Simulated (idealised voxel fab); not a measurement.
process module | voxel gate over fins
cross-section cut | 225 nm wide | cells 5 nm
A cross-section is a grid of square cells, given in bands from the top down. A band is one or more rows of cells.
Each band's line starts with the height of the band's top and of its bottom, in nm. Then come its materials from left to right, each with its width in nm. One material with "throughout" fills the band from edge to edge. "air" is empty space.
Height 0 is the level under which the wafer as received is all one material. The lowest band goes on downwards, as in "0 down".
A width such as "30 to 40" changes by the same amount from each row of cells to the next, from the band's top row to its bottom row.
"no change" after a step means that no cell of the cross-section changed.
closed voids: empty space of 8 cells or more with no open way to the top, each as width x height at its distance from the left edge, in nm
after a step's settings: what the simulator itself notes on the step
overlay nm, on a step with a mask: how far to the right of its planned place the mask lay; to the left if negative
plan
1 op RECEIVE | material Si
2 op CONFORMAL_DEP | material SiN | thk nm 5
3 op DIRECTIONAL_DEP | material aC | thk nm 15
4 op PATTERN | tone cover | mask id FINS | material resist | width nm 15 | pitch nm 40 | thk nm 35 | overlay nm 0
5 op DIRECTIONAL_ETCH | etch materials aC | depth nm 15
6 op STRIP | etch materials resist
7 op DIRECTIONAL_ETCH | etch materials SiN | depth nm 5
8 op DIRECTIONAL_ETCH | etch materials Si | depth nm 35
9 op STRIP | etch materials aC
10 op OXIDIZE | depth nm 5
11 op FILL_DEP | material SiO2 | thk nm 15
12 op CMP | height nm 5
13 op SELECTIVE_ETCH | etch materials SiO2 | depth nm 15
14 op STRIP | etch materials SiN
15 op CONFORMAL_DEP | material HfO2 | thk nm 5
16 op CONFORMAL_DEP | material TiN | thk nm 5
17 op CONFORMAL_DEP | material TiAl | thk nm 5
18 op CONFORMAL_DEP | material TiN | thk nm 5
19 op FILL_DEP | material W | thk nm 10
20 op CMP | height nm 25
21 op CONFORMAL_DEP | material SiCN | thk nm 5
as received, after step 1
  0 down: Si throughout
  closed voids: none
a wafer at the end: this start, this plan, one mistake
  30 to 25: SiCN throughout
  25 to 20: W throughout
  20 to 15: W 25 | TiN 165 | W 35
  15 to 10: W 25 | TiN 5 | TiAl 35 | TiN 5 | TiAl 35 | TiN 5 | TiAl 35 | TiN 5 | TiAl 35 | TiN 5 | W 35
  10 to 5: TiN 30 | TiAl 5 | TiN 25 | TiAl 5 | TiN 5 | TiAl 5 | TiN 25 | TiAl 5 | TiN 5 | TiAl 5 | TiN 25 | TiAl 5 | TiN 5 | TiAl 5 | TiN 25 | TiAl 5 | TiN 40
  5 to 0: TiAl 35 | TiN 5 | HfO2 15 | TiN 5 | TiAl 15 | TiN 5 | HfO2 15 | TiN 5 | TiAl 15 | TiN 5 | HfO2 15 | TiN 5 | TiAl 15 | TiN 5 | HfO2 15 | TiN 5 | TiAl 45
  0 to -5: TiN 40 | HfO2 5 | Si 5 | HfO2 5 | TiN 25 | HfO2 5 | Si 5 | HfO2 5 | TiN 25 | HfO2 5 | Si 5 | HfO2 5 | TiN 25 | HfO2 5 | Si 5 | HfO2 5 | TiN 50
  -5 to -10: HfO2 45 | Si 5 | HfO2 35 | Si 5 | HfO2 35 | Si 5 | HfO2 35 | Si 5 | HfO2 55
  -10 to -40: SiO2 45 | Si 5 | SiO2 35 | Si 5 | SiO2 35 | Si 5 | SiO2 35 | Si 5 | SiO2 55
  -40 down: Si throughout
  closed voids: none
what went wrong: step 4 ran as: op PATTERN | tone cover | mask id FINS | material resist | width nm 15 | pitch nm 40 | thk nm 35 | overlay nm -5
